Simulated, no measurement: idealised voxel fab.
A process module follows: voxel released beams.
Cross-section cut spans 190 nm and uses square cells 5 nm in size.
How to read a cross-section here: the picture is a grid of square cells, written as bands going from the top down, and any band can span one or more rows of cells. This entry defines a band. It first specifies the height of the band's top and the height of its bottom in nm, and then specifies the band's materials from left to right, stating each material with its width in nm. The word "throughout" identifies a single material that fills the band from edge to edge, while the word "blank" identifies empty space. Note: height 0 marks the level under which the wafer is uniformly one material as received. Lowest band unbounded below, written "0 and below". With a width like "30 to 40", each row of cells in the band differs from the next by the same amount, the top row carrying the first number and the bottom row the second. Step marked "changes: none"? Then no cell in the cross-section changed in it. Look at "Sealed voids" for the closed voids: empty spaces with no open path to the top, sized 8 cells or up. Each is width x height at distance, distance from the left edge, all nm. Read whatever lies past the settings on a step's line as the simulator's own remark about the step. The setting "overlay nm" may be written on the line of a step. When the step uses a mask, the value reports how far to the right of the planned place the mask lay, and a negative value reports that it lay to the left.

-- Below is the list of planned process steps
step 1: RECEIVE | material Si
step 2: CONFORMAL_DEP | material SiN | thk nm 10
step 3: DIRECTIONAL_DEP | material SiO2 | thk nm 10
step 4: DIRECTIONAL_DEP | material aC | thk nm 15
step 5: PATTERN | tone open | mask id ANCHOR | material resist | width nm 35 | thk nm 35 | overlay nm 0
step 6: DIRECTIONAL_ETCH | etch materials aC | depth nm 15
step 7: STRIP | etch materials resist
step 8: DIRECTIONAL_ETCH | etch materials SiO2 | depth nm 10
step 9: STRIP | etch materials aC
step 10: CONFORMAL_DEP | material TiN | thk nm 10
step 11: DIRECTIONAL_DEP | material aC | thk nm 10
step 12: PATTERN | tone cover | mask id BEAM | material resist | width nm 100 | thk nm 30 | overlay nm 0
step 13: DIRECTIONAL_ETCH | etch materials aC | depth nm 10
step 14: STRIP | etch materials resist
step 15: DIRECTIONAL_ETCH | etch materials TiN | depth nm 10
step 16: STRIP | etch materials aC
step 17: STRIP | etch materials SiO2

-- Incoming wafer in cross-section (state: after step 1)
* 0 and below | Si throughout
* Sealed voids: none

-- End state of the module in cross-section, given the above starting point and plan and one mistake in execution
* 30 down to 20 | blank (40)  TiN (20)  blank (10)  TiN (70)  blank (50)
* 20 down to 10 | blank (50)  TiN (30)  blank (110)
* 10 down to 0 | SiN throughout
* 0 and below | Si throughout
* Sealed voids: none
The mistake made against the process plan was this: note that step 5 departed from the planned setting and was carried out as PATTERN | tone open | mask id ANCHOR | material resist | width nm 30 | thk nm 35 | overlay nm 0
